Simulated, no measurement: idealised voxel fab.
Name of the process module below: voxel capacitor over wiring
Square cell edge 5 nm, section width 150 nm, ID cut.
Notation: cross-section as square-cell grid; stated in bands, top first, going down; one or more cell rows per band. Basically the band line says how high the top is and how high the bottom is, in nm, and then what's in it from left to right, every material with its width in nm. Empty space shows up as "empty", and if a single material carries "throughout" it runs the full band edge to edge. All heights in this document are referenced to 0, defined as the level beneath which the wafer, as received, consists entirely of one material. The lowest band is not bounded below; it extends indefinitely downward and is written in the form "0 -> down". Note: "30->40" means the width goes from the first number (top row of the band) to the second number (bottom row) in equal steps per row of cells. The cross-section has no changed cell in any step marked "nothing got changed". Closed empty spaces (no open way to the top) of 8 cells or more are what "Trapped voids" lists, each as width x height at distance from the left edge, nm for all three. Note: text after step settings on the step line = simulator remark on that step. "overlay nm" answers the question of how far to the right of plan the mask lay on a step that has a mask, and when it is negative the answer is to the left.

PROCESS STEPS (PLANNED)
- 1: RECEIVE [material Si]
- 2: CONFORMAL_DEP [material SiO2] [thk nm 15]
- 3: CONFORMAL_DEP [material SiCN] [thk nm 5]
- 4: DIRECTIONAL_DEP [material SiO2] [thk nm 25]
- 5: PATTERN [tone open] [mask id METAL_1] [material resist] [width nm 20] [pitch nm 90] [thk nm 15] [overlay nm 0]
- 6: DIRECTIONAL_ETCH [etch materials SiO2] [depth nm 25]
- 7: DIRECTIONAL_ETCH [etch materials SiCN] [depth nm 5]
- 8: STRIP [etch materials resist]
- 9: CONFORMAL_DEP [material TiN] [thk nm 5]
- 10: FILL_DEP [material W] [thk nm 10]
- 11: CMP [height nm 45]
- 12: CONFORMAL_DEP [material SiCN] [thk nm 5]
- 13: DIRECTIONAL_DEP [material lowk] [thk nm 10]
- 14: MASKED_ETCH [tone open] [mask id PLUG_1] [width nm 15] [etch materials lowk] [depth nm 10] [overlay nm 0]
- 15: MASKED_ETCH [tone open] [mask id PLUG_1] [width nm 15] [etch materials SiCN] [depth nm 5] [overlay nm 0]
- 16: EPI [material Ru] [thk nm 10]
- 17: EPI [material Ru] [thk nm 5]
- 18: DIRECTIONAL_DEP [material TiN] [thk nm 10]
- 19: DIRECTIONAL_DEP [material HfO2] [thk nm 5]
- 20: DIRECTIONAL_DEP [material TiN] [thk nm 10]
- 21: MASKED_ETCH [tone cover] [mask id UPPER_PLATE] [width nm 75] [etch materials TiN] [depth nm 10] [overlay nm 0]
- 22: MASKED_ETCH [tone cover] [mask id UPPER_PLATE] [width nm 75] [etch materials HfO2] [depth nm 5] [overlay nm 0]
- 23: DIRECTIONAL_DEP [material aC] [thk nm 15]
- 24: PATTERN [tone cover] [mask id LOWER_PLATE] [material resist] [width nm 85] [thk nm 35] [overlay nm 0]
- 25: DIRECTIONAL_ETCH [etch materials aC] [depth nm 15]
- 26: STRIP [etch materials resist]
- 27: DIRECTIONAL_ETCH [etch materials TiN] [depth nm 10]
- 28: STRIP [etch materials aC]
- 29: FILL_DEP [material SiO2] [thk nm 20]
- 30: CMP [height nm 100]
- 31: MASKED_ETCH [tone open] [mask id PLUG_2] [width nm 15] [etch materials SiO2] [depth nm 15] [overlay nm 0]
- 32: CONFORMAL_DEP [material TiN] [thk nm 5]
- 33: FILL_DEP [material Cu] [thk nm 5]
- 34: CMP [height nm 100]
- 35: CONFORMAL_DEP [material SiCN] [thk nm 5]
Be aware that, although all wafers share a common starting state, the thk nm at step 9 differs among them, and the plan displays the first wafer's value.

RECEIVED WAFERS, FIRST OF SEVERAL: CROSS-SECTION AFTER STEP 1
- 0 -> down | Si throughout
- Trapped voids: none

MODULE FINISHED, LAST STEP 35 DONE: CROSS-SECTION OF THE FIRST OF SEVERAL WAFERS
- 105 -> 100 | SiCN throughout
- 100 -> 90 | 35 SiO2 / 5 TiN / 5 Cu / 5 TiN / 100 SiO2
- 90 -> 85 | 35 SiO2 / 15 TiN / 100 SiO2
- 85 -> 75 | 25 SiO2 / 75 TiN / 50 SiO2
- 75 -> 70 | 25 SiO2 / 75 HfO2 / 50 SiO2
- 70 -> 60 | 20 SiO2 / 85 TiN / 45 SiO2
- 60 -> 50 | 25 lowk / 15 Ru / 110 lowk
- 50 -> 45 | 25 SiCN / 15 Ru / 110 SiCN
- 45 -> 20 | 20 SiO2 / 5 TiN / 10 W / 5 TiN / 70 SiO2 / 5 TiN / 10 W / 5 TiN / 20 SiO2
- 20 -> 15 | 20 SiCN / 20 TiN / 70 SiCN / 20 TiN / 20 SiCN
- 15 -> 0 | SiO2 throughout
- 0 -> down | Si throughout
- Trapped voids: none

END OF MODULE: CROSS-SECTION, LAST OF SEVERAL WAFERS
- 105 -> 100 | SiCN throughout
- 100 -> 90 | 35 SiO2 / 5 TiN / 5 Cu / 5 TiN / 100 SiO2
- 90 -> 85 | 35 SiO2 / 15 TiN / 100 SiO2
- 85 -> 75 | 25 SiO2 / 75 TiN / 50 SiO2
- 75 -> 70 | 25 SiO2 / 75 HfO2 / 50 SiO2
- 70 -> 60 | 20 SiO2 / 85 TiN / 45 SiO2
- 60 -> 50 | 25 lowk / 15 Ru / 110 lowk
- 50 -> 45 | 25 SiCN / 15 Ru / 110 SiCN
- 45 -> 20 | 20 SiO2 / 20 TiN / 70 SiO2 / 20 TiN / 20 SiO2
- 20 -> 15 | 20 SiCN / 20 TiN / 70 SiCN / 20 TiN / 20 SiCN
- 15 -> 0 | SiO2 throughout
- 0 -> down | Si throughout
- Trapped voids: none

WAFER ROWS, END OF MODULE: CELLS PER MATERIAL GAINED (+) OR LOST (-) SINCE RECEIPT; CLOSED VOIDS LAST
thk nm 5, +2 Cu, +15 HfO2, +9 Ru, +79 SiCN, +352 SiO2, +99 TiN, +20 W, +54 lowk, Trapped voids: none
thk nm 10, +2 Cu, +15 HfO2, +9 Ru, +79 SiCN, +352 SiO2, +119 TiN, +54 lowk, Trapped voids: none
thk nm 15, +2 Cu, +15 HfO2, +9 Ru, +79 SiCN, +352 SiO2, +119 TiN, +54 lowk, Trapped voids: none
thk nm 20, +2 Cu, +15 HfO2, +9 Ru, +79 SiCN, +352 SiO2, +119 TiN, +54 lowk, Trapped voids: none
